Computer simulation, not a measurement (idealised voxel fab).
The name of this process module is voxel capacitor over wiring.
It is cross-section cut that appears here, measuring 205 nm in width, its square cells being 5 nm in size.
Format of a cross-section: grid, square cells. Given as bands. Order: top down. Band: one or more rows of cells. Top, bottom (nm), then materials left to right with widths (nm); lone material tagged "edge to edge" fills the whole band edge to edge; "air" = empty space. Height datum 0, below which the as-received substrate wafer is one material. Lowest band open at the bottom, running downward: "from 0 down". A width such as "30..40" changes by the same amount from each row of cells to the next, from the band's top row to its bottom row. What does "same as before" mean for a step? It means no cell of the cross-section changed in that step. Look at "Sealed void listing" for the closed voids: empty spaces with no open path to the top, sized 8 cells or up. Each is width x height at distance, distance from the left edge, all nm. after a step's settings: what the simulator itself notes on the step. overlay nm: step with mask; distance mask lay right of planned place; negative value = left of planned place. Each pair below shows a cross-section before one step and the cross-section after it, down to the lowest band that changed. The line under each pair gives the step between them, with its settings. The pairs can come from different runs of this module on the same starting wafer, so a pair continues from the pair above only where its "Pre-process" says so.

Pre-process:
from 0 down  Si edge to edge
Sealed void listing: none

Sectional View, Post-Process:
from 15 to 0  SiO2 edge to edge
Under 0: no change, same as before.
Sealed void listing: none
Which step turns the before cross-section above into the after cross-section? CONFORMAL_DEP (material SiO2; thk nm 15)

Pre-process: as in the pair right above, post-step view.

Sectional View, Post-Process:
from 20 to 15  SiCN edge to edge
Under 15: no change, same as before.
Sealed void listing: none
Which step turns the before cross-section above into the after cross-section? CONFORMAL_DEP (material SiCN; thk nm 5)

Pre-process: as in the pair right above, post-step view.

Sectional View, Post-Process:
from 45 to 20  lowk edge to edge
Under 20: no change, same as before.
Sealed void listing: none
Which step turns the before cross-section above into the after cross-section? DIRECTIONAL_DEP (material lowk; thk nm 25)

Pre-process: as in the pair right above, post-step view.

Sectional View, Post-Process:
from 60 to 45  45 resist; 30 air; 50 resist; 30 air; 50 resist
Under 45: no change, same as before.
Sealed void listing: none
Which step turns the before cross-section above into the after cross-section? PATTERN (tone open; mask id METAL_1; material resist; width nm 30; pitch nm 80; thk nm 15; overlay nm 0)

Pre-process: as in the pair right above, post-step view.

Sectional View, Post-Process:
from 60 to 45  45 resist; 30 air; 50 resist; 30 air; 50 resist
from 45 to 20  45 lowk; 30 air; 50 lowk; 30 air; 50 lowk
Under 20: no change, same as before.
Sealed void listing: none
Which step turns the before cross-section above into the after cross-section? DIRECTIONAL_ETCH (etch materials lowk; depth nm 25)

Pre-process: as in the pair right above, post-step view.

Sectional View, Post-Process:
from 60 to 45  45 resist; 30 air; 50 resist; 30 air; 50 resist
from 45 to 20  45 lowk; 30 air; 50 lowk; 30 air; 50 lowk
from 20 to 15  45 SiCN; 30 air; 50 SiCN; 30 air; 50 SiCN
Under 15: no change, same as before.
Sealed void listing: none
Which step turns the before cross-section above into the after cross-section? DIRECTIONAL_ETCH (etch materials SiCN; depth nm 5)

Pre-process: as in the pair right above, post-step view.

Sectional View, Post-Process:
from 45 to 20  45 lowk; 30 air; 50 lowk; 30 air; 50 lowk
Under 20: no change, same as before.
Sealed void listing: none
Which step turns the before cross-section above into the after cross-section? STRIP (etch materials resist)

Pre-process: as in the pair right above, post-step view.

Sectional View, Post-Process:
from 50 to 45  50 TiN; 20 air; 60 TiN; 20 air; 55 TiN
from 45 to 20  45 lowk; 5 TiN; 20 air; 5 TiN; 50 lowk; 5 TiN; 20 air; 5 TiN; 50 lowk
from 20 to 15  45 SiCN; 30 TiN; 50 SiCN; 30 TiN; 50 SiCN
Under 15: no change, same as before.
Sealed void listing: none
Which step turns the before cross-section above into the after cross-section? CONFORMAL_DEP (material TiN; thk nm 5)

Pre-process: as in the pair right above, post-step view.

Sectional View, Post-Process:
from 60 to 50  Cu edge to edge
from 50 to 45  50 TiN; 20 Cu; 60 TiN; 20 Cu; 55 TiN
from 45 to 20  45 lowk; 5 TiN; 20 Cu; 5 TiN; 50 lowk; 5 TiN; 20 Cu; 5 TiN; 50 lowk
Under 20: no change, same as before.
Sealed void listing: none
Which step turns the before cross-section above into the after cross-section? FILL_DEP (material Cu; thk nm 10)

Pre-process: as in the pair right above, post-step view.

Sectional View, Post-Process:
from 45 to 20  45 lowk; 5 TiN; 20 Cu; 5 TiN; 50 lowk; 5 TiN; 20 Cu; 5 TiN; 50 lowk
Under 20: no change, same as before.
Sealed void listing: none
Which step turns the before cross-section above into the after cross-section? CMP (height nm 45)

Pre-process: as in the pair right above, post-step view.

Sectional View, Post-Process:
from 50 to 45  SiCN edge to edge
Under 45: no change, same as before.
Sealed void listing: none
Which step turns the before cross-section above into the after cross-section? CONFORMAL_DEP (material SiCN; thk nm 5)

Pre-process: as in the pair right above, post-step view.

Sectional View, Post-Process:
from 65 to 50  SiO2 edge to edge
Under 50: no change, same as before.
Sealed void listing: none
Which step turns the before cross-section above into the after cross-section? DIRECTIONAL_DEP (material SiO2; thk nm 15)

Pre-process: as in the pair right above, post-step view.

Sectional View, Post-Process:
from 65 to 50  60 SiO2; 15 air; 130 SiO2
Under 50: no change, same as before.
Sealed void listing: none
Which step turns the before cross-section above into the after cross-section? MASKED_ETCH (tone open; mask id PLUG_1; width nm 15; etch materials SiO2; depth nm 15; overlay nm 0)

Pre-process: as in the pair right above, post-step view.

Sectional View, Post-Process:
from 65 to 50  60 SiO2; 15 air; 130 SiO2
from 50 to 45  60 SiCN; 15 air; 130 SiCN
Under 45: no change, same as before.
Sealed void listing: none
Which step turns the before cross-section above into the after cross-section? MASKED_ETCH (tone open; mask id PLUG_1; width nm 15; etch materials SiCN; depth nm 5; overlay nm 0)

Pre-process: as in the pair right above, post-step view.

Sectional View, Post-Process:
from 65 to 55  60 SiO2; 15 air; 130 SiO2
from 55 to 50  60 SiO2; 15 Ru; 130 SiO2
from 50 to 45  60 SiCN; 15 Ru; 130 SiCN
Under 45: no change, same as before.
Sealed void listing: none
Which step turns the before cross-section above into the after cross-section? EPI (material Ru; thk nm 10)

Pre-process: as in the pair right above, post-step view.

Sectional View, Post-Process:
from 65 to 50  60 SiO2; 15 Ru; 130 SiO2
Under 50: no change, same as before.
Sealed void listing: none
Which step turns the before cross-section above into the after cross-section? EPI (material Ru; thk nm 10)

Pre-process: as in the pair right above, post-step view.

Sectional View, Post-Process:
from 70 to 65  TiN edge to edge
Under 65: no change, same as before.
Sealed void listing: none
Which step turns the before cross-section above into the after cross-section? DIRECTIONAL_DEP (material TiN; thk nm 5)

Pre-process: as in the pair right above, post-step view.

Sectional View, Post-Process:
from 75 to 70  SiN edge to edge
Under 70: no change, same as before.
Sealed void listing: none
Which step turns the before cross-section above into the after cross-section? DIRECTIONAL_DEP (material SiN; thk nm 5)

Pre-process: as in the pair right above, post-step view.

Sectional View, Post-Process:
from 85 to 75  TiN edge to edge
Under 75: no change, same as before.
Sealed void listing: none
Which step turns the before cross-section above into the after cross-section? DIRECTIONAL_DEP (material TiN; thk nm 10)

Pre-process: as in the pair right above, post-step view.

Sectional View, Post-Process:
from 95 to 85  aC edge to edge
Under 85: no change, same as before.
Sealed void listing: none
Which step turns the before cross-section above into the after cross-section? DIRECTIONAL_DEP (material aC; thk nm 10)

Pre-process: as in the pair right above, post-step view.

Sectional View, Post-Process:
from 120 to 95  60 air; 55 resist; 90 air
Under 95: no change, same as before.
Sealed void listing: none
Which step turns the before cross-section above into the after cross-section? PATTERN (tone cover; mask id UPPER_PLATE; material resist; width nm 55; thk nm 25; overlay nm 0)

Pre-process: as in the pair right above, post-step view.

Sectional View, Post-Process:
from 110 to 95  60 air; 55 resist; 90 air
from 95 to 85  60 air; 55 aC; 90 air
Under 85: no change, same as before.
Sealed void listing: none
Which step turns the before cross-section above into the after cross-section? DIRECTIONAL_ETCH (etch materials aC; depth nm 10)

Pre-process: as in the pair right above, post-step view.

Sectional View, Post-Process:
from 95 to 85  60 air; 55 aC; 90 air
Under 85: no change, same as before.
Sealed void listing: none
Which step turns the before cross-section above into the after cross-section? STRIP (etch materials resist)

Pre-process: as in the pair right above, post-step view.

Sectional View, Post-Process:
from 95 to 85  60 air; 55 aC; 90 air
from 85 to 75  60 air; 55 TiN; 90 air
Under 75: no change, same as before.
Sealed void listing: none
Which step turns the before cross-section above into the after cross-section? DIRECTIONAL_ETCH (etch materials TiN; depth nm 10)

Pre-process: as in the pair right above, post-step view.

Sectional View, Post-Process:
from 95 to 85  60 air; 55 aC; 90 air
from 85 to 75  60 air; 55 TiN; 90 air
from 75 to 70  60 air; 55 SiN; 90 air
Under 70: no change, same as before.
Sealed void listing: none
Which step turns the before cross-section above into the after cross-section? DIRECTIONAL_ETCH (etch materials SiN; depth nm 5)

Pre-process: as in the pair right above, post-step view.

Sectional View, Post-Process:
from 85 to 75  60 air; 55 TiN; 90 air
Under 75: no change, same as before.
Sealed void listing: none
Which step turns the before cross-section above into the after cross-section? STRIP (etch materials aC)

Pre-process: as in the pair right above, post-step view.

Sectional View, Post-Process:
from 105 to 85  55 air; 65 resist; 85 air
from 85 to 75  55 air; 5 resist; 55 TiN; 5 resist; 85 air
from 75 to 70  55 air; 5 resist; 55 SiN; 5 resist; 85 air
Under 70: no change, same as before.
Sealed void listing: none
Which step turns the before cross-section above into the after cross-section? PATTERN (tone cover; mask id LOWER_PLATE; material resist; width nm 65; thk nm 20; overlay nm 0)

Pre-process: as in the pair right above, post-step view.

Sectional View, Post-Process:
from 105 to 85  55 air; 65 resist; 85 air
from 85 to 75  55 air; 5 resist; 55 TiN; 5 resist; 85 air
from 75 to 70  55 air; 5 resist; 55 SiN; 5 resist; 85 air
from 70 to 65  55 air; 65 TiN; 85 air
Under 65: no change, same as before.
Sealed void listing: none
Which step turns the before cross-section above into the after cross-section? DIRECTIONAL_ETCH (etch materials TiN; depth nm 5)

Pre-process: as in the pair right above, post-step view.

Sectional View, Post-Process:
from 85 to 75  60 air; 55 TiN; 90 air
from 75 to 70  60 air; 55 SiN; 90 air
Under 70: no change, same as before.
Sealed void listing: none
Which step turns the before cross-section above into the after cross-section? STRIP (etch materials resist)

Pre-process: as in the pair right above, post-step view.

Sectional View, Post-Process:
from 100 to 85  SiO2 edge to edge
from 85 to 75  60 SiO2; 55 TiN; 90 SiO2
from 75 to 70  60 SiO2; 55 SiN; 90 SiO2
from 70 to 65  55 SiO2; 65 TiN; 85 SiO2
Under 65: no change, same as before.
Sealed void listing: none
Which step turns the before cross-section above into the after cross-section? FILL_DEP (material SiO2; thk nm 15)

Pre-process: as in the pair right above, post-step view.

Sectional View, Post-Process:
from 95 to 85  SiO2 edge to edge
Under 85: no change, same as before.
Sealed void listing: none
Which step turns the before cross-section above into the after cross-section? CMP (height nm 95)

Pre-process: as in the pair right above, post-step view.

Sectional View, Post-Process:
from 110 to 95  70 resist; 15 air; 120 resist
Under 95: no change, same as before.
Sealed void listing: none
Which step turns the before cross-section above into the after cross-section? PATTERN (tone open; mask id PLUG_2; material resist; width nm 15; thk nm 15; overlay nm 0)

Pre-process: as in the pair right above, post-step view.

Sectional View, Post-Process:
from 110 to 95  70 resist; 15 air; 120 resist
from 95 to 85  70 SiO2; 15 air; 120 SiO2
Under 85: no change, same as before.
Sealed void listing: none
Which step turns the before cross-section above into the after cross-section? DIRECTIONAL_ETCH (etch materials SiO2; depth nm 10)

Pre-process: as in the pair right above, post-step view.

Sectional View, Post-Process:
from 95 to 85  70 SiO2; 15 air; 120 SiO2
Under 85: no change, same as before.
Sealed void listing: none
Which step turns the before cross-section above into the after cross-section? STRIP (etch materials resist)

Pre-process: as in the pair right above, post-step view.

Sectional View, Post-Process:
from 100 to 95  75 TiN; 5 air; 125 TiN
from 95 to 90  70 SiO2; 5 TiN; 5 air; 5 TiN; 120 SiO2
from 90 to 85  70 SiO2; 15 TiN; 120 SiO2
Under 85: no change, same as before.
Sealed void listing: none
Which step turns the before cross-section above into the after cross-section? CONFORMAL_DEP (material TiN; thk nm 5)

Pre-process: as in the pair right above, post-step view.

Sectional View, Post-Process:
from 105 to 100  Cu edge to edge
from 100 to 95  75 TiN; 5 Cu; 125 TiN
from 95 to 90  70 SiO2; 5 TiN; 5 Cu; 5 TiN; 120 SiO2
Under 90: no change, same as before.
Sealed void listing: none
Which step turns the before cross-section above into the after cross-section? FILL_DEP (material Cu; thk nm 5)

Pre-process: as in the pair right above, post-step view.

Sectional View, Post-Process:
from 95 to 90  70 SiO2; 5 TiN; 5 Cu; 5 TiN; 120 SiO2
Under 90: no change, same as before.
Sealed void listing: none
Which step turns the before cross-section above into the after cross-section? CMP (height nm 95)

Pre-process: as in the pair right above, post-step view.

Sectional View, Post-Process:
from 100 to 95  SiN edge to edge
Under 95: no change, same as before.
Sealed void listing: none
Which step turns the before cross-section above into the after cross-section? CONFORMAL_DEP (material SiN; thk nm 5)

Pre-process:
from 70 to 65  TiN edge to edge
from 65 to 50  60 SiO2; 15 Ru; 130 SiO2
from 50 to 45  60 SiCN; 15 Ru; 130 SiCN
from 45 to 20  45 lowk; 5 TiN; 20 Cu; 5 TiN; 50 lowk; 5 TiN; 20 Cu; 5 TiN; 50 lowk
from 20 to 15  45 SiCN; 30 TiN; 50 SiCN; 30 TiN; 50 SiCN
from 15 to 0  SiO2 edge to edge
from 0 down  Si edge to edge
Sealed void listing: none

Sectional View, Post-Process:
from 80 to 65  TiN edge to edge
Under 65: no change, same as before.
Sealed void listing: none
Which step turns the before cross-section above into the after cross-section? DIRECTIONAL_DEP (material TiN; thk nm 10)

Pre-process: as in the pair right above, post-step view.

Sectional View, Post-Process:
from 90 to 80  aC edge to edge
Under 80: no change, same as before.
Sealed void listing: none
Which step turns the before cross-section above into the after cross-section? DIRECTIONAL_DEP (material aC; thk nm 10)

Pre-process: as in the pair right above, post-step view.

Sectional View, Post-Process:
from 115 to 90  60 air; 55 resist; 90 air
Under 90: no change, same as before.
Sealed void listing: none
Which step turns the before cross-section above into the after cross-section? PATTERN (tone cover; mask id UPPER_PLATE; material resist; width nm 55; thk nm 25; overlay nm 0)

Pre-process: as in the pair right above, post-step view.

Sectional View, Post-Process:
from 105 to 90  60 air; 55 resist; 90 air
from 90 to 80  60 air; 55 aC; 90 air
Under 80: no change, same as before.
Sealed void listing: none
Which step turns the before cross-section above into the after cross-section? DIRECTIONAL_ETCH (etch materials aC; depth nm 10)

Pre-process: as in the pair right above, post-step view.

Sectional View, Post-Process:
from 90 to 80  60 air; 55 aC; 90 air
Under 80: no change, same as before.
Sealed void listing: none
Which step turns the before cross-section above into the after cross-section? STRIP (etch materials resist)

Pre-process: as in the pair right above, post-step view.

Sectional View, Post-Process:
from 90 to 80  60 air; 55 aC; 90 air
from 80 to 70  60 air; 55 TiN; 90 air
Under 70: no change, same as before.
Sealed void listing: none
Which step turns the before cross-section above into the after cross-section? DIRECTIONAL_ETCH (etch materials TiN; depth nm 10)

Pre-process: as in the pair right above, post-step view.

Sectional View, Post-Process:
from 80 to 70  60 air; 55 TiN; 90 air
Under 70: no change, same as before.
Sealed void listing: none
Which step turns the before cross-section above into the after cross-section? STRIP (etch materials aC)

Pre-process: as in the pair right above, post-step view.

Sectional View, Post-Process:
from 100 to 80  55 air; 65 resist; 85 air
from 80 to 70  55 air; 5 resist; 55 TiN; 5 resist; 85 air
Under 70: no change, same as before.
Sealed void listing: none
Which step turns the before cross-section above into the after cross-section? PATTERN (tone cover; mask id LOWER_PLATE; material resist; width nm 65; thk nm 20; overlay nm 0)

Pre-process: as in the pair right above, post-step view.

Sectional View, Post-Process:
from 100 to 80  55 air; 65 resist; 85 air
from 80 to 70  55 air; 5 resist; 55 TiN; 5 resist; 85 air
from 70 to 65  55 air; 65 TiN; 85 air
Under 65: no change, same as before.
Sealed void listing: none
Which step turns the before cross-section above into the after cross-section? DIRECTIONAL_ETCH (etch materials TiN; depth nm 5)

Pre-process: as in the pair right above, post-step view.

Sectional View, Post-Process:
from 80 to 70  60 air; 55 TiN; 90 air
Under 70: no change, same as before.
Sealed void listing: none
Which step turns the before cross-section above into the after cross-section? STRIP (etch materials resist)

Pre-process: as in the pair right above, post-step view.

Sectional View, Post-Process:
from 95 to 80  SiO2 edge to edge
from 80 to 70  60 SiO2; 55 TiN; 90 SiO2
from 70 to 65  55 SiO2; 65 TiN; 85 SiO2
Under 65: no change, same as before.
Sealed void listing: none
Which step turns the before cross-section above into the after cross-section? FILL_DEP (material SiO2; thk nm 15)

Pre-process: as in the pair right above, post-step view.

Sectional View, Post-Process:
from 110 to 95  70 resist; 15 air; 120 resist
Under 95: no change, same as before.
Sealed void listing: none
Which step turns the before cross-section above into the after cross-section? PATTERN (tone open; mask id PLUG_2; material resist; width nm 15; thk nm 15; overlay nm 0)

Pre-process: as in the pair right above, post-step view.

Sectional View, Post-Process:
from 110 to 95  70 resist; 15 air; 120 resist
from 95 to 85  70 SiO2; 15 air; 120 SiO2
Under 85: no change, same as before.
Sealed void listing: none
Which step turns the before cross-section above into the after cross-section? DIRECTIONAL_ETCH (etch materials SiO2; depth nm 10)

Pre-process: as in the pair right above, post-step view.

Sectional View, Post-Process:
from 95 to 85  70 SiO2; 15 air; 120 SiO2
Under 85: no change, same as before.
Sealed void listing: none
Which step turns the before cross-section above into the after cross-section? STRIP (etch materials resist)

Pre-process: as in the pair right above, post-step view.

Sectional View, Post-Process:
from 100 to 95  75 TiN; 5 air; 125 TiN
from 95 to 90  70 SiO2; 5 TiN; 5 air; 5 TiN; 120 SiO2
from 90 to 85  70 SiO2; 15 TiN; 120 SiO2
Under 85: no change, same as before.
Sealed void listing: none
Which step turns the before cross-section above into the after cross-section? CONFORMAL_DEP (material TiN; thk nm 5)

Pre-process: as in the pair right above, post-step view.

Sectional View, Post-Process:
from 105 to 100  Cu edge to edge
from 100 to 95  75 TiN; 5 Cu; 125 TiN
from 95 to 90  70 SiO2; 5 TiN; 5 Cu; 5 TiN; 120 SiO2
Under 90: no change, same as before.
Sealed void listing: none
Which step turns the before cross-section above into the after cross-section? FILL_DEP (material Cu; thk nm 5)

Pre-process: as in the pair right above, post-step view.

Sectional View, Post-Process:
from 95 to 90  70 SiO2; 5 TiN; 5 Cu; 5 TiN; 120 SiO2
Under 90: no change, same as before.
Sealed void listing: none
Which step turns the before cross-section above into the after cross-section? CMP (height nm 95)

Pre-process: as in the pair right above, post-step view.

Sectional View, Post-Process:
from 100 to 95  SiN edge to edge
Under 95: no change, same as before.
Sealed void listing: none
Which step turns the before cross-section above into the after cross-section? CONFORMAL_DEP (material SiN; thk nm 5)

Pre-process:
from 65 to 50  60 SiO2; 15 Ru; 130 SiO2
from 50 to 45  60 SiCN; 15 Ru; 130 SiCN
from 45 to 20  45 lowk; 5 TiN; 20 Cu; 5 TiN; 50 lowk; 5 TiN; 20 Cu; 5 TiN; 50 lowk
from 20 to 15  45 SiCN; 30 TiN; 50 SiCN; 30 TiN; 50 SiCN
from 15 to 0  SiO2 edge to edge
from 0 down  Si edge to edge
Sealed void listing: none

Sectional View, Post-Process:
from 75 to 65  50 air; 35 Ru; 120 air
Under 65: no change, same as before.
Sealed void listing: none
Which step turns the before cross-section above into the after cross-section? EPI (material Ru; thk nm 10)

Pre-process: as in the pair right above, post-step view.

Sectional View, Post-Process:
from 80 to 75  50 air; 35 TiN; 120 air
from 75 to 70  50 air; 35 Ru; 120 air
from 70 to 65  50 TiN; 35 Ru; 120 TiN
Under 65: no change, same as before.
Sealed void listing: none
Which step turns the before cross-section above into the after cross-section? DIRECTIONAL_DEP (material TiN; thk nm 5)

Pre-process: as in the pair right above, post-step view.

Sectional View, Post-Process:
from 85 to 80  50 air; 35 SiN; 120 air
from 80 to 75  50 air; 35 TiN; 120 air
from 75 to 70  50 SiN; 35 Ru; 120 SiN
Under 70: no change, same as before.
Sealed void listing: none
Which step turns the before cross-section above into the after cross-section? DIRECTIONAL_DEP (material SiN; thk nm 5)

Pre-process: as in the pair right above, post-step view.

Sectional View, Post-Process:
from 95 to 85  50 air; 35 TiN; 120 air
from 85 to 80  50 TiN; 35 SiN; 120 TiN
from 80 to 75  TiN edge to edge
Under 75: no change, same as before.
Sealed void listing: none
Which step turns the before cross-section above into the after cross-section? DIRECTIONAL_DEP (material TiN; thk nm 10)

Pre-process: as in the pair right above, post-step view.

Sectional View, Post-Process:
from 105 to 95  50 air; 35 aC; 120 air
from 95 to 85  50 aC; 35 TiN; 120 aC
Under 85: no change, same as before.
Sealed void listing: none
Which step turns the before cross-section above into the after cross-section? DIRECTIONAL_DEP (material aC; thk nm 10)

Pre-process: as in the pair right above, post-step view.

Sectional View, Post-Process:
from 130 to 105  60 air; 55 resist; 90 air
from 105 to 95  50 air; 35 aC; 30 resist; 90 air
Under 95: no change, same as before.
Sealed void listing: none
Which step turns the before cross-section above into the after cross-section? PATTERN (tone cover; mask id UPPER_PLATE; material resist; width nm 55; thk nm 25; overlay nm 0)

Pre-process: as in the pair right above, post-step view.

Sectional View, Post-Process:
from 120 to 105  60 air; 55 resist; 90 air
from 105 to 95  60 air; 25 aC; 30 resist; 90 air
from 95 to 85  50 air; 35 TiN; 30 aC; 90 air
Under 85: no change, same as before.
Sealed void listing: none
Which step turns the before cross-section above into the after cross-section? DIRECTIONAL_ETCH (etch materials aC; depth nm 10)

Pre-process: as in the pair right above, post-step view.

Sectional View, Post-Process:
from 105 to 95  60 air; 25 aC; 120 air
Under 95: no change, same as before.
Sealed void listing: none
Which step turns the before cross-section above into the after cross-section? STRIP (etch materials resist)

Pre-process: as in the pair right above, post-step view.

Sectional View, Post-Process:
from 105 to 95  60 air; 25 aC; 120 air
from 95 to 85  60 air; 25 TiN; 30 aC; 90 air
from 85 to 80  50 air; 35 SiN; 30 TiN; 90 air
from 80 to 75  50 air; 65 TiN; 90 air
Under 75: no change, same as before.
Sealed void listing: none
Which step turns the before cross-section above into the after cross-section? DIRECTIONAL_ETCH (etch materials TiN; depth nm 10)

Pre-process: as in the pair right above, post-step view.

Sectional View, Post-Process:
from 105 to 95  60 air; 25 aC; 120 air
from 95 to 85  60 air; 25 TiN; 30 aC; 90 air
from 85 to 80  60 air; 25 SiN; 30 TiN; 90 air
from 80 to 75  50 air; 65 TiN; 90 air
from 75 to 70  50 air; 35 Ru; 30 SiN; 90 air
Under 70: no change, same as before.
Sealed void listing: none
Which step turns the before cross-section above into the after cross-section? DIRECTIONAL_ETCH (etch materials SiN; depth nm 5)

Pre-process: as in the pair right above, post-step view.

Sectional View, Post-Process:
from 95 to 85  60 air; 25 TiN; 120 air
Under 85: no change, same as before.
Sealed void listing: none
Which step turns the before cross-section above into the after cross-section? STRIP (etch materials aC)

Pre-process: as in the pair right above, post-step view.

Sectional View, Post-Process:
from 115 to 95  55 air; 65 resist; 85 air
from 95 to 85  55 air; 5 resist; 25 TiN; 35 resist; 85 air
from 85 to 80  55 air; 5 resist; 25 SiN; 30 TiN; 5 resist; 85 air
from 80 to 75  50 air; 65 TiN; 5 resist; 85 air
from 75 to 70  50 air; 35 Ru; 30 SiN; 5 resist; 85 air
Under 70: no change, same as before.
Sealed void listing: none
Which step turns the before cross-section above into the after cross-section? PATTERN (tone cover; mask id LOWER_PLATE; material resist; width nm 65; thk nm 20; overlay nm 0)

Pre-process: as in the pair right above, post-step view.

Sectional View, Post-Process:
from 115 to 95  55 air; 65 resist; 85 air
from 95 to 85  55 air; 5 resist; 25 TiN; 35 resist; 85 air
from 85 to 80  55 air; 5 resist; 25 SiN; 30 TiN; 5 resist; 85 air
from 80 to 75  55 air; 60 TiN; 5 resist; 85 air
from 75 to 70  50 air; 35 Ru; 30 SiN; 5 resist; 85 air
from 70 to 65  50 air; 35 Ru; 35 TiN; 85 air
Under 65: no change, same as before.
Sealed void listing: none
Which step turns the before cross-section above into the after cross-section? DIRECTIONAL_ETCH (etch materials TiN; depth nm 5)

Pre-process: as in the pair right above, post-step view.

Sectional View, Post-Process:
from 95 to 85  60 air; 25 TiN; 120 air
from 85 to 80  60 air; 25 SiN; 30 TiN; 90 air
from 80 to 75  55 air; 60 TiN; 90 air
from 75 to 70  50 air; 35 Ru; 30 SiN; 90 air
Under 70: no change, same as before.
Sealed void listing: none
Which step turns the before cross-section above into the after cross-section? STRIP (etch materials resist)

Pre-process: as in the pair right above, post-step view.

Sectional View, Post-Process:
from 110 to 95  SiO2 edge to edge
from 95 to 85  60 SiO2; 25 TiN; 120 SiO2
from 85 to 80  60 SiO2; 25 SiN; 30 TiN; 90 SiO2
from 80 to 75  55 SiO2; 60 TiN; 90 SiO2
from 75 to 70  50 SiO2; 35 Ru; 30 SiN; 90 SiO2
from 70 to 65  50 SiO2; 35 Ru; 35 TiN; 85 SiO2
Under 65: no change, same as before.
Sealed void listing: none
Which step turns the before cross-section above into the after cross-section? FILL_DEP (material SiO2; thk nm 15)

Pre-process: as in the pair right above, post-step view.

Sectional View, Post-Process:
from 95 to 85  60 SiO2; 25 TiN; 120 SiO2
Under 85: no change, same as before.
Sealed void listing: none
Which step turns the before cross-section above into the after cross-section? CMP (height nm 95)

Pre-process: as in the pair right above, post-step view.

Sectional View, Post-Process:
from 110 to 95  70 resist; 15 air; 120 resist
Under 95: no change, same as before.
Sealed void listing: none
Which step turns the before cross-section above into the after cross-section? PATTERN (tone open; mask id PLUG_2; material resist; width nm 15; thk nm 15; overlay nm 0)

Pre-process: as in the pair right above, post-step view.

Sectional View, Post-Process:
from 95 to 85  60 SiO2; 25 TiN; 120 SiO2
Under 85: no change, same as before.
Sealed void listing: none
Which step turns the before cross-section above into the after cross-section? STRIP (etch materials resist)

Pre-process: as in the pair right above, post-step view.

Sectional View, Post-Process:
from 100 to 95  TiN edge to edge
Under 95: no change, same as before.
Sealed void listing: none
Which step turns the before cross-section above into the after cross-section? CONFORMAL_DEP (material TiN; thk nm 5)

Pre-process: as in the pair right above, post-step view.

Sectional View, Post-Process:
from 105 to 100  Cu edge to edge
Under 100: no change, same as before.
Sealed void listing: none
Which step turns the before cross-section above into the after cross-section? FILL_DEP (material Cu; thk nm 5)

Pre-process: as in the pair right above, post-step view.

Sectional View, Post-Process:
from 95 to 85  60 SiO2; 25 TiN; 120 SiO2
Under 85: no change, same as before.
Sealed void listing: none
Which step turns the before cross-section above into the after cross-section? CMP (height nm 95)

Pre-process: as in the pair right above, post-step view.

Sectional View, Post-Process:
from 100 to 95  SiN edge to edge
Under 95: no change, same as before.
Sealed void listing: none
Which step turns the before cross-section above into the after cross-section? CONFORMAL_DEP (material SiN; thk nm 5)

Pre-process:
from 0 down  Si edge to edge
Sealed void listing: none

Sectional View, Post-Process:
from 5 to 0  SiCN edge to edge
Under 0: no change, same as before.
Sealed void listing: none
Which step turns the before cross-section above into the after cross-section? CONFORMAL_DEP (material SiCN; thk nm 5)

Pre-process: as in the pair right above, post-step view.

Sectional View, Post-Process:
from 20 to 5  SiO2 edge to edge
Under 5: no change, same as before.
Sealed void listing: none
Which step turns the before cross-section above into the after cross-section? CONFORMAL_DEP (material SiO2; thk nm 15)

Pre-process: as in the pair right above, post-step view.

Sectional View, Post-Process:
from 45 to 20  lowk edge to edge
Under 20: no change, same as before.
Sealed void listing: none
Which step turns the before cross-section above into the after cross-section? DIRECTIONAL_DEP (material lowk; thk nm 25)

Pre-process: as in the pair right above, post-step view.

Sectional View, Post-Process:
from 60 to 45  45 resist; 30 air; 50 resist; 30 air; 50 resist
Under 45: no change, same as before.
Sealed void listing: none
Which step turns the before cross-section above into the after cross-section? PATTERN (tone open; mask id METAL_1; material resist; width nm 30; pitch nm 80; thk nm 15; overlay nm 0)

Pre-process: as in the pair right above, post-step view.

Sectional View, Post-Process:
from 60 to 45  45 resist; 30 air; 50 resist; 30 air; 50 resist
from 45 to 20  45 lowk; 30 air; 50 lowk; 30 air; 50 lowk
Under 20: no change, same as before.
Sealed void listing: none
Which step turns the before cross-section above into the after cross-section? DIRECTIONAL_ETCH (etch materials lowk; depth nm 25)

Pre-process: as in the pair right above, post-step view.

Sectional View, Post-Process:
from 45 to 20  45 lowk; 30 air; 50 lowk; 30 air; 50 lowk
Under 20: no change, same as before.
Sealed void listing: none
Which step turns the before cross-section above into the after cross-section? STRIP (etch materials resist)

Pre-process: as in the pair right above, post-step view.

Sectional View, Post-Process:
from 50 to 45  50 TiN; 20 air; 60 TiN; 20 air; 55 TiN
from 45 to 25  45 lowk; 5 TiN; 20 air; 5 TiN; 50 lowk; 5 TiN; 20 air; 5 TiN; 50 lowk
from 25 to 20  45 lowk; 30 TiN; 50 lowk; 30 TiN; 50 lowk
Under 20: no change, same as before.
Sealed void listing: none
Which step turns the before cross-section above into the after cross-section? CONFORMAL_DEP (material TiN; thk nm 5)

Pre-process: as in the pair right above, post-step view.

Sectional View, Post-Process:
from 60 to 50  Cu edge to edge
from 50 to 45  50 TiN; 20 Cu; 60 TiN; 20 Cu; 55 TiN
from 45 to 25  45 lowk; 5 TiN; 20 Cu; 5 TiN; 50 lowk; 5 TiN; 20 Cu; 5 TiN; 50 lowk
Under 25: no change, same as before.
Sealed void listing: none
Which step turns the before cross-section above into the after cross-section? FILL_DEP (material Cu; thk nm 10)

Pre-process: as in the pair right above, post-step view.

Sectional View, Post-Process:
from 45 to 25  45 lowk; 5 TiN; 20 Cu; 5 TiN; 50 lowk; 5 TiN; 20 Cu; 5 TiN; 50 lowk
Under 25: no change, same as before.
Sealed void listing: none
Which step turns the before cross-section above into the after cross-section? CMP (height nm 45)

Pre-process: as in the pair right above, post-step view.

Sectional View, Post-Process:
from 50 to 45  SiCN edge to edge
Under 45: no change, same as before.
Sealed void listing: none
Which step turns the before cross-section above into the after cross-section? CONFORMAL_DEP (material SiCN; thk nm 5)

Pre-process: as in the pair right above, post-step view.

Sectional View, Post-Process:
from 65 to 50  SiO2 edge to edge
Under 50: no change, same as before.
Sealed void listing: none
Which step turns the before cross-section above into the after cross-section? DIRECTIONAL_DEP (material SiO2; thk nm 15)

Pre-process: as in the pair right above, post-step view.

Sectional View, Post-Process:
from 65 to 50  60 SiO2; 15 air; 130 SiO2
Under 50: no change, same as before.
Sealed void listing: none
Which step turns the before cross-section above into the after cross-section? MASKED_ETCH (tone open; mask id PLUG_1; width nm 15; etch materials SiO2; depth nm 15; overlay nm 0)
